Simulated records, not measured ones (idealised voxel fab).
The following process module bears the name voxel released beams.
Shown is cross-section cut, with a width of 255 nm and square cells of size 5 nm.
Heads up, the way a cross-section reads in here is a grid of square cells, handed over as bands from the top down, with every band being one or more rows of cells. Per band: top height and bottom height in nm, followed by the left-to-right materials and their widths in nm; "full width" marks a single material spanning edge to edge, "empty" marks empty space. Height 0 is the level under which the wafer as received is all one material. The lowest band goes on downwards, as in "from 0 down". The notation "30 to 40" denotes a width that varies across the rows of cells in the band, beginning at the first number in the top row, finishing at the second number in the bottom row, and changing by an identical amount from each row to the next. Step marked "same as before"? Then no cell in the cross-section changed in it. "Catalogued sealed voids" means: voids of 8 cells or more that are shut off from the top with no open way through. Written width x height at distance, distance from the left edge, in nm. Whatever follows a step's settings on its line is a remark the simulator itself makes about that step. Among the settings permitted on a step's line is "overlay nm"; applied to a step with a mask, it specifies the extent to which the mask lay to the right of its planned position, whereas a negative figure signifies a position to the left.

[Process steps foreseen in the plan]
- 1: RECEIVE: material Si
- 2: CONFORMAL_DEP: material SiN, thk nm 5
- 3: DIRECTIONAL_DEP: material SiO2, thk nm 20
- 4: MASKED_ETCH: tone open, mask id ANCHOR, width nm 35, etch materials SiO2, depth nm 20, overlay nm 0
- 5: CONFORMAL_DEP: material W, thk nm 10
- 6: DIRECTIONAL_DEP: material aC, thk nm 15
- 7: PATTERN: tone cover, mask id BEAM, material resist, width nm 85, thk nm 30, overlay nm 0
- 8: DIRECTIONAL_ETCH: etch materials aC, depth nm 15
- 9: STRIP: etch materials resist
- 10: DIRECTIONAL_ETCH: etch materials W, depth nm 10
- 11: STRIP: etch materials aC
- 12: STRIP: etch materials SiO2

[First of two wafers - as planned]

[Cross-section, incoming material, after step 1]
  from 0 down = Si full width
  Catalogued sealed voids: none

[After step 2: wafer cross-section]
  from 5 to 0 = SiN full width
  Below 0, no change.

[After step 3: wafer cross-section]
  from 25 to 5 = SiO2 full width
  Below 5, no change.

[After step 4: wafer cross-section]
  from 25 to 5 = SiO2 85 nm, then empty 35 nm, then SiO2 135 nm
  Below 5, no change.

[After step 5: wafer cross-section]
  from 35 to 25 = W 95 nm, then empty 15 nm, then W 145 nm
  from 25 to 15 = SiO2 85 nm, then W 10 nm, then empty 15 nm, then W 10 nm, then SiO2 135 nm
  from 15 to 5 = SiO2 85 nm, then W 35 nm, then SiO2 135 nm
  Below 5, no change.

[After step 6: wafer cross-section]
  from 50 to 35 = aC 95 nm, then empty 15 nm, then aC 145 nm
  from 35 to 30 = W 95 nm, then empty 15 nm, then W 145 nm
  from 30 to 25 = W 95 nm, then aC 15 nm, then W 145 nm
  from 25 to 15 = SiO2 85 nm, then W 10 nm, then aC 15 nm, then W 10 nm, then SiO2 135 nm
  Below 15, no change.

[After step 7: wafer cross-section]
  from 80 to 50 = empty 80 nm, then resist 85 nm, then empty 90 nm
  from 50 to 35 = aC 95 nm, then resist 15 nm, then aC 145 nm
  from 35 to 30 = W 95 nm, then resist 15 nm, then W 145 nm
  Below 30, no change.

[After step 8: wafer cross-section]
  from 65 to 50 = empty 80 nm, then resist 85 nm, then empty 90 nm
  from 50 to 35 = empty 80 nm, then aC 15 nm, then resist 15 nm, then aC 55 nm, then empty 90 nm
  Below 35, no change.

[After step 9: wafer cross-section]
  from 50 to 35 = empty 80 nm, then aC 15 nm, then empty 15 nm, then aC 55 nm, then empty 90 nm
  from 35 to 30 = W 95 nm, then empty 15 nm, then W 145 nm
  Below 30, no change.

[After step 10: wafer cross-section]
  from 50 to 35 = empty 80 nm, then aC 15 nm, then empty 15 nm, then aC 55 nm, then empty 90 nm
  from 35 to 30 = empty 80 nm, then W 15 nm, then empty 15 nm, then W 55 nm, then empty 90 nm
  from 30 to 25 = empty 80 nm, then W 15 nm, then aC 15 nm, then W 55 nm, then empty 90 nm
  Below 25, no change.

[After step 11: wafer cross-section]
  from 35 to 25 = empty 80 nm, then W 15 nm, then empty 15 nm, then W 55 nm, then empty 90 nm
  from 25 to 15 = SiO2 85 nm, then W 10 nm, then empty 15 nm, then W 10 nm, then SiO2 135 nm
  Below 15, no change.

[After step 12: wafer cross-section]
  from 35 to 25 = empty 80 nm, then W 15 nm, then empty 15 nm, then W 55 nm, then empty 90 nm
  from 25 to 15 = empty 85 nm, then W 10 nm, then empty 15 nm, then W 10 nm, then empty 135 nm
  from 15 to 5 = empty 85 nm, then W 35 nm, then empty 135 nm
  Below 5, no change.

[The second wafer was prepared from the same starting point and under the same plan as the first; its processing contained one mistake, and it remains indistinguishable from the first wafer up to and including step 6]

[Second wafer, sectioned view, at step 7's planned end time]
  from 80 to 50 = empty 85 nm, then resist 80 nm, then empty 90 nm
  from 50 to 35 = aC 95 nm, then resist 15 nm, then aC 145 nm
  from 35 to 30 = W 95 nm, then resist 15 nm, then W 145 nm
  Below 30, no change.

[Second wafer, sectioned view, at step 8's planned end time]
  from 65 to 50 = empty 85 nm, then resist 80 nm, then empty 90 nm
  from 50 to 35 = empty 85 nm, then aC 10 nm, then resist 15 nm, then aC 55 nm, then empty 90 nm
  Below 35, no change.

[Second wafer, sectioned view, at step 9's planned end time]
  from 50 to 35 = empty 85 nm, then aC 10 nm, then empty 15 nm, then aC 55 nm, then empty 90 nm
  from 35 to 30 = W 95 nm, then empty 15 nm, then W 145 nm
  Below 30, no change.

[Second wafer, sectioned view, at step 10's planned end time]
  from 50 to 35 = empty 85 nm, then aC 10 nm, then empty 15 nm, then aC 55 nm, then empty 90 nm
  from 35 to 30 = empty 85 nm, then W 10 nm, then empty 15 nm, then W 55 nm, then empty 90 nm
  from 30 to 25 = empty 85 nm, then W 10 nm, then aC 15 nm, then W 55 nm, then empty 90 nm
  Below 25, no change.

[Second wafer, sectioned view, at step 11's planned end time]
  from 35 to 25 = empty 85 nm, then W 10 nm, then empty 15 nm, then W 55 nm, then empty 90 nm
  from 25 to 15 = SiO2 85 nm, then W 10 nm, then empty 15 nm, then W 10 nm, then SiO2 135 nm
  Below 15, no change.

[Second wafer, sectioned view, at step 12's planned end time]
  from 35 to 25 = empty 85 nm, then W 10 nm, then empty 15 nm, then W 55 nm, then empty 90 nm
  from 25 to 15 = empty 85 nm, then W 10 nm, then empty 15 nm, then W 10 nm, then empty 135 nm
  from 15 to 5 = empty 85 nm, then W 35 nm, then empty 135 nm
  Below 5, no change.
Diagnosis: for step 7, the planned setting was not used; the step was instead run as PATTERN: tone cover, mask id BEAM, material resist, width nm 80, thk nm 30, overlay nm 0
Per the end-of-run cell counts, the second wafer holds more or fewer of some materials than the first: W -2
